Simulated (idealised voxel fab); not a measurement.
The process module that follows is named voxel capacitor over wiring.
cross-section cut | 165 nm wide | cells 5 nm
Cross-section format: a grid of square cells, given as bands from top to bottom; each band is one or more rows of cells.
Each band's line starts with the height of the band's top and of its bottom, in nm. Then come its materials from left to right, each with its width in nm. One material with "everywhere" fills the band from edge to edge. "blank" is empty space.
Zero point of the height axis is 0; under it, received wafer = one material. Lowest band: continues down indefinitely, "0..down".
Top row gets the first number, bottom row gets the second, and each row in between changes by the same step: that is how a band width like "30->40" works.
Take "no alteration" at face value: in the step it is given for, the cross-section changed in none of its cells.
The entry titled "Internal closed voids" provides the empty spaces that have no open way to the top, restricted to those of 8 cells or more. Each is presented as width x height at distance, the distance being measured from the left edge, with all three in nm.
after a step's settings: what the simulator itself notes on the step
The line of a step may include "overlay nm". On a step with a mask, this value is how far to the right of its planned place the mask lay. A negative value means the mask lay to the left.
Intended process steps:
1) RECEIVE: material Si
2) CONFORMAL_DEP: material SiO2, thk nm 10
3) DIRECTIONAL_DEP: material TiN, thk nm 5
4) DIRECTIONAL_DEP: material W, thk nm 15
5) PATTERN: tone cover, mask id METAL_1, material resist, width nm 30, pitch nm 85, thk nm 15, overlay nm 0
6) DIRECTIONAL_ETCH: etch materials W, depth nm 15
7) DIRECTIONAL_ETCH: etch materials TiN, depth nm 5
8) STRIP: etch materials resist
9) FILL_DEP: material SiO2, thk nm 5
10) CMP: height nm 30
11) CONFORMAL_DEP: material SiCN, thk nm 5
12) DIRECTIONAL_DEP: material SiO2, thk nm 10
13) MASKED_ETCH: tone open, mask id PLUG_1, width nm 15, etch materials SiO2, depth nm 10, overlay nm 0
14) MASKED_ETCH: tone open, mask id PLUG_1, width nm 15, etch materials SiCN, depth nm 5, overlay nm 0
15) EPI: material Ru, thk nm 10
16) EPI: material Ru, thk nm 5
17) DIRECTIONAL_DEP: material TiN, thk nm 5
18) DIRECTIONAL_DEP: material SiN, thk nm 5
19) DIRECTIONAL_DEP: material TiN, thk nm 5
20) MASKED_ETCH: tone cover, mask id UPPER_PLATE, width nm 60, etch materials TiN, depth nm 5, overlay nm 0
21) MASKED_ETCH: tone cover, mask id UPPER_PLATE, width nm 60, etch materials SiN, depth nm 5, overlay nm 0
22) MASKED_ETCH: tone cover, mask id LOWER_PLATE, width nm 70, etch materials TiN, depth nm 5, overlay nm 0
23) FILL_DEP: material SiO2, thk nm 20
24) CMP: height nm 75
25) PATTERN: tone open, mask id PLUG_2, material resist, width nm 15, thk nm 20, overlay nm 0
26) DIRECTIONAL_ETCH: etch materials SiO2, depth nm 15
27) STRIP: etch materials resist
28) CONFORMAL_DEP: material TiN, thk nm 5
29) FILL_DEP: material W, thk nm 5
30) CMP: height nm 75
31) CONFORMAL_DEP: material SiN, thk nm 5
Here's what the wafer looked like in cross-section when it arrived - that's after step 1:
- 0..down | Si everywhere
- Internal closed voids: none
first wafer at the end, as planned:
- 80..75 | SiN everywhere
- 75..65 | 50 of SiO2 / 5 of TiN / 5 of W / 5 of TiN / 100 of SiO2
- 65..55 | 50->40 of SiO2 / 15->60 of TiN / 100->65 of SiO2
- 55..50 | 40 of SiO2 / 60 of SiN / 65 of SiO2
- 50..45 | 35 of SiO2 / 70 of TiN / 60 of SiO2
- 45..35 | 40 of SiO2 / 15 of Ru / 110 of SiO2
- 35..30 | 40 of SiCN / 15 of Ru / 110 of SiCN
- 30..15 | 25 of SiO2 / 30 of W / 55 of SiO2 / 30 of W / 25 of SiO2
- 15..10 | 25 of SiO2 / 30 of TiN / 55 of SiO2 / 30 of TiN / 25 of SiO2
- 10..0 | SiO2 everywhere
- 0..down | Si everywhere
- Internal closed voids: none
Here is the second of the two wafers cut open at the end of the module - same start, same plan as the first one, but we made one mistake running it:
- 80..75 | SiN everywhere
- 75..65 | 50->40 of SiO2 / 15->25 of TiN / 100 of SiO2
- 65..60 | 40 of SiO2 / 25 of SiN / 100 of SiO2
- 60..55 | 35 of SiO2 / 65 of TiN / 65 of SiO2
- 55..50 | 30 of SiO2 / 35 of Ru / 35 of SiN / 65 of SiO2
- 50..45 | 30 of SiO2 / 35 of Ru / 40 of TiN / 60 of SiO2
- 45..35 | 40 of SiO2 / 15 of Ru / 110 of SiO2
- 35..30 | 40 of SiCN / 15 of Ru / 110 of SiCN
- 30..15 | 25 of SiO2 / 30 of W / 55 of SiO2 / 30 of W / 25 of SiO2
- 15..10 | 25 of SiO2 / 30 of TiN / 55 of SiO2 / 30 of TiN / 25 of SiO2
- 10..0 | SiO2 everywhere
- 0..down | Si everywhere
- Internal closed voids: none
Heads up, the wafer didn't run the way we planned it: yeah, plan step 15 got run twice
The closing comparison, in cells, has the second wafer with more or fewer of some materials than the first: Ru +14 | SiO2 -8 | TiN -4 | W -2
